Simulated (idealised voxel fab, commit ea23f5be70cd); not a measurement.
The document below concerns the process module designated voxel capacitor over wiring.
Square cells of 5 nm make up the cross-section cut, whose width is 245 nm.
How to read a cross-section here: the picture is a grid of square cells, written as bands going from the top down, and any band can span one or more rows of cells. Heads up on the band format: heights come first, top then bottom, in nm. After that it's the materials left to right, each with its width in nm. A single material flagged "throughout" fills the whole band edge to edge, and "blank" means there's empty space there. It should be noted that heights are counted from 0, beneath which the wafer as supplied is of one material throughout, and that the lowest band possesses no lower boundary but continues downward, as written in "0 -> down". A width such as "30->40" changes by the same amount from each row of cells to the next, from the band's top row to its bottom row. When a step is marked "same as before", none of the cells in the cross-section changed during that step. "Closed cavity list" means: voids of 8 cells or more that are shut off from the top with no open way through. Written width x height at distance, distance from the left edge, in nm. Heads up: the bit after the settings on a step's line is the simulator's remark on that step. overlay nm: right-of-plan distance of the mask on a masked step; negative values mean left-of-plan. Read each pair as before and after one process step. The after cross-section shows only down to the lowest band that changed. The step between them and its settings are given below the pair. Pairs can come from different runs of this module on the same starting wafer. A pair continues from the pair above only where its "Pre-step view" entry says so.
Pre-step view
- 85 -> 80 = 70 nm blank, 5 nm TiN, 70 nm blank, 5 nm TiN, 95 nm blank
- 80 -> 75 = 75 nm HfO2, 70 nm blank, 100 nm HfO2
- 75 -> 65 = TiN throughout
- 65 -> 50 = 75 nm SiO2, 5 nm TiN, 5 nm Cu, 5 nm TiN, 155 nm SiO2
- 50 -> 45 = 75 nm SiCN, 15 nm TiN, 155 nm SiCN
- 45 -> 20 = 60 nm SiO2, 5 nm TiN, 20 nm Cu, 5 nm TiN, 65 nm SiO2, 5 nm TiN, 20 nm Cu, 5 nm TiN, 60 nm SiO2
- 20 -> 15 = 60 nm SiN, 30 nm TiN, 65 nm SiN, 30 nm TiN, 60 nm SiN
- 15 -> 0 = SiO2 throughout
- 0 -> down = Si throughout
- Closed cavity list: none
Structure After Step
- 100 -> 85 = SiO2 throughout
- 85 -> 80 = 70 nm SiO2, 5 nm TiN, 70 nm SiO2, 5 nm TiN, 95 nm SiO2
- 80 -> 75 = 75 nm HfO2, 70 nm SiO2, 100 nm HfO2
- Rest of section, below 75: as before.
- Closed cavity list: none
The cross-sections above show the structure before and after this step: FILL_DEP,material SiO2,thk nm 15
Pre-step view: the after view from the pair directly above serves as the before view here.
Structure After Step
- 95 -> 85 = SiO2 throughout
- Rest of section, below 85: as before.
- Closed cavity list: none
The cross-sections above show the structure before and after this step: CMP,height nm 95
Pre-step view: the after view from the pair directly above serves as the before view here.
Structure After Step
- 110 -> 95 = aC throughout
- Rest of section, below 95: as before.
- Closed cavity list: none
The cross-sections above show the structure before and after this step: DIRECTIONAL_DEP,material aC,thk nm 15
Pre-step view: the after view from the pair directly above serves as the before view here.
Structure After Step
- 145 -> 110 = 85 nm resist, 15 nm blank, 145 nm resist
- Rest of section, below 110: as before.
- Closed cavity list: none
The cross-sections above show the structure before and after this step: PATTERN,tone open,mask id PLUG_2,material resist,width nm 15,thk nm 35,overlay nm 0
Pre-step view: the after view from the pair directly above serves as the before view here.
Structure After Step
- 130 -> 110 = 85 nm resist, 15 nm blank, 145 nm resist
- 110 -> 95 = 85 nm aC, 15 nm blank, 145 nm aC
- Rest of section, below 95: as before.
- Closed cavity list: none
The cross-sections above show the structure before and after this step: DIRECTIONAL_ETCH,etch materials aC,depth nm 15
Pre-step view: the after view from the pair directly above serves as the before view here.
Structure After Step
- 110 -> 95 = 85 nm aC, 15 nm blank, 145 nm aC
- Rest of section, below 95: as before.
- Closed cavity list: none
The cross-sections above show the structure before and after this step: STRIP,etch materials resist
Pre-step view: the after view from the pair directly above serves as the before view here.
Structure After Step
- 110 -> 95 = 85 nm aC, 15 nm blank, 145 nm aC
- 95 -> 85 = 85 nm SiO2, 15 nm blank, 145 nm SiO2
- Rest of section, below 85: as before.
- Closed cavity list: none
The cross-sections above show the structure before and after this step: DIRECTIONAL_ETCH,etch materials SiO2,depth nm 10
Pre-step view: the after view from the pair directly above serves as the before view here.
Structure After Step
- 95 -> 85 = 85 nm SiO2, 15 nm blank, 145 nm SiO2
- Rest of section, below 85: as before.
- Closed cavity list: none
The cross-sections above show the structure before and after this step: STRIP,etch materials aC
Pre-step view: the after view from the pair directly above serves as the before view here.
Structure After Step
- 100 -> 95 = 90 nm TiN, 5 nm blank, 150 nm TiN
- 95 -> 90 = 85 nm SiO2, 5 nm TiN, 5 nm blank, 5 nm TiN, 145 nm SiO2
- 90 -> 85 = 85 nm SiO2, 15 nm TiN, 145 nm SiO2
- Rest of section, below 85: as before.
- Closed cavity list: none
The cross-sections above show the structure before and after this step: CONFORMAL_DEP,material TiN,thk nm 5
Pre-step view: the after view from the pair directly above serves as the before view here.
Structure After Step
- 110 -> 100 = W throughout
- 100 -> 95 = 90 nm TiN, 5 nm W, 150 nm TiN
- 95 -> 90 = 85 nm SiO2, 5 nm TiN, 5 nm W, 5 nm TiN, 145 nm SiO2
- Rest of section, below 90: as before.
- Closed cavity list: none
The cross-sections above show the structure before and after this step: FILL_DEP,material W,thk nm 10
Pre-step view: the after view from the pair directly above serves as the before view here.
Structure After Step
- 95 -> 90 = 85 nm SiO2, 5 nm TiN, 5 nm W, 5 nm TiN, 145 nm SiO2
- Rest of section, below 90: as before.
- Closed cavity list: none
The cross-sections above show the structure before and after this step: CMP,height nm 95
Pre-step view: the after view from the pair directly above serves as the before view here.
Structure After Step
- 100 -> 95 = SiN throughout
- Rest of section, below 95: as before.
- Closed cavity list: none
The cross-sections above show the structure before and after this step: CONFORMAL_DEP,material SiN,thk nm 5
